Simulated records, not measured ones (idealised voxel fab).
Process module heading - voxel spacer lines
The cross-section on display is named cut; it measures 185 nm wide, and its cells are 5 nm squares.
Throughout this document, each cross-section is represented as a grid of square cells and is presented as a sequence of bands enumerated from the top downward, where a band comprises one or more rows of cells.
A band entry consists of two parts. The first gives the height of the band's top and the height of its bottom, in nm. The rest lists the band's materials from left to right, each with its width in nm. A single material labelled with the word "everywhere" fills the band from edge to edge, and the word "air" marks empty space.
Heights are measured from 0, the level below which the as-received wafer is all one material; the lowest band has no bottom and continues downward, written as in "top 0, no bottom".
So if you see something like "30 to 40" for the width, read it as the top row of the band sitting at the first number and the bottom row at the second, with every row in between moving by the same amount as the last.
"changes: none", as given for a step, is the statement that not any cell of the cross-section underwent a change during that step.
What "Sealed void inventory" gives you is every empty space of 8 cells or more that is cut off from the top. Each appears as width x height at distance, with the distance taken from the left edge and width, height and distance all in nm.
Whatever follows a step's settings on its line is a remark the simulator itself makes about that step.
Regarding "overlay nm": on a step with a mask, it is the distance the mask lay to the right of its planned place; a negative value places it to the left.
Set out below are the planned steps of the process
step 1: RECEIVE, material Si
step 2: CONFORMAL_DEP, material Al2O3, thk nm 5
step 3: DIRECTIONAL_DEP, material SiN, thk nm 10
step 4: DIRECTIONAL_DEP, material polySi, thk nm 30
step 5: PATTERN, tone cover, mask id MANDREL, material resist, width nm 15, pitch nm 50, thk nm 40, overlay nm 0
step 6: DIRECTIONAL_ETCH, etch materials polySi, depth nm 30
step 7: STRIP, etch materials resist
step 8: CONFORMAL_DEP, material SiO2, thk nm 10
step 9: DIRECTIONAL_ETCH, etch materials SiO2, depth nm 10
step 10: STRIP, etch materials polySi
step 11: DIRECTIONAL_ETCH, etch materials SiN, depth nm 10
step 12: STRIP, etch materials SiO2
Cross-section: wafer on arrival = after step 1
	top 0, no bottom = Si everywhere
	Sealed void inventory: none
The first of two wafers, cross-sectioned at the end of the module, with the run proceeding as planned
	top 15, bottom 5 = 50 nm air / 10 nm SiN / 15 nm air / 10 nm SiN / 15 nm air / 10 nm SiN / 15 nm air / 10 nm SiN / 50 nm air
	top 5, bottom 0 = Al2O3 everywhere
	top 0, no bottom = Si everywhere
	Sealed void inventory: none
Cross-sectional view: second of two wafers, end of module; start and plan identical to the first, one mistake in running
	top 15, bottom 5 = 60 nm air / 15 nm SiN / 35 nm air / 15 nm SiN / 60 nm air
	top 5, bottom 0 = Al2O3 everywhere
	top 0, no bottom = Si everywhere
	Sealed void inventory: none
What was the processing mistake? step 5, actual vs plan mismatch, actual run PATTERN, tone open, mask id MANDREL, material resist, width nm 15, pitch nm 50, thk nm 40, overlay nm 0
End check, counted in cells, second wafer has more or fewer of these materials than the first: SiN: 4 fewer
